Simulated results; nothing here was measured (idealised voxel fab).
Name of the process module below: voxel ribs on slabs
For reference, the cross-section in this document is cut, with width 165 nm and square cells of 5 nm.
Cross-section spec: square-cell grid; bands listed top down; each band is one or more rows.
A band entry consists of two parts. The first gives the height of the band's top and the height of its bottom, in nm. The rest lists the band's materials from left to right, each with its width in nm. A single material labelled with the word "everywhere" fills the band from edge to edge, and the word "empty" marks empty space.
We count height from 0. Below that, the starting wafer is all one material. The lowest band never ends at the bottom but goes on down; see "0 and below" for how that is written.
The two numbers in a width such as "30->40" mark its ends across the band: the first belongs to the top row of cells, the second to the bottom row, and from each row to the next the width moves by the same amount.
Step marked "no change"? Then no cell in the cross-section changed in it.
What "Enclosed voids" gives you is every empty space of 8 cells or more that is cut off from the top. Each appears as width x height at distance, with the distance taken from the left edge and width, height and distance all in nm.
It should be noted that, on the line of a given step, the content following the step's settings is a remark produced by the simulator itself with respect to that step.
A step's line can hold "overlay nm"; with a mask on that step, the setting says how far right of the planned place the mask lay, while a negative setting says it lay to the left.
## Intended process steps
step 1: RECEIVE: material Si
step 2: DIRECTIONAL_DEP: material SiO2, thk nm 30
step 3: DIRECTIONAL_DEP: material SiN, thk nm 15
step 4: DIRECTIONAL_DEP: material aC, thk nm 10
step 5: PATTERN: tone cover, mask id RIB, material resist, width nm 25, thk nm 25, overlay nm 0
step 6: DIRECTIONAL_ETCH: etch materials aC, depth nm 10
step 7: STRIP: etch materials resist
step 8: DIRECTIONAL_ETCH: etch materials SiN, depth nm 10
step 9: STRIP: etch materials aC
step 10: MASKED_ETCH: tone cover, mask id SLAB, width nm 55, etch materials SiN, depth nm 5, overlay nm 0
step 11: FILL_DEP: material SiO2, thk nm 25
step 12: CMP: height nm 65
step 13: DIRECTIONAL_DEP: material TiN, thk nm 5
step 14: DIRECTIONAL_DEP: material aC, thk nm 5
step 15: PATTERN: tone cover, mask id HEATER, material resist, width nm 35, thk nm 30, overlay nm 0
step 16: DIRECTIONAL_ETCH: etch materials aC, depth nm 10
step 17: STRIP: etch materials resist
step 18: DIRECTIONAL_ETCH: etch materials TiN, depth nm 5
step 19: STRIP: etch materials aC
step 20: CONFORMAL_DEP: material SiO2, thk nm 10
The thk nm used in step 14 is not the same on every wafer, whereas the starting condition is; the value printed in the plan is the first wafer's.
## first wafer as received, after step 1
	0 and below: Si everywhere
	Enclosed voids: none
## Heads up, this table goes wafer by wafer. A row tells you, at the end of the module, how many cells of each material that wafer has put on (+) or dropped (-) since it was received, and then its closed voids
thk nm 5; +21 SiN; +478 SiO2; +7 TiN; Enclosed voids: none
thk nm 10; +21 SiN; +478 SiO2; +7 TiN; Enclosed voids: none
thk nm 15; +21 SiN; +474 SiO2; +33 TiN; Enclosed voids: none
thk nm 20; +21 SiN; +474 SiO2; +33 TiN; Enclosed voids: none
thk nm 25; +21 SiN; +474 SiO2; +33 TiN; Enclosed voids: none
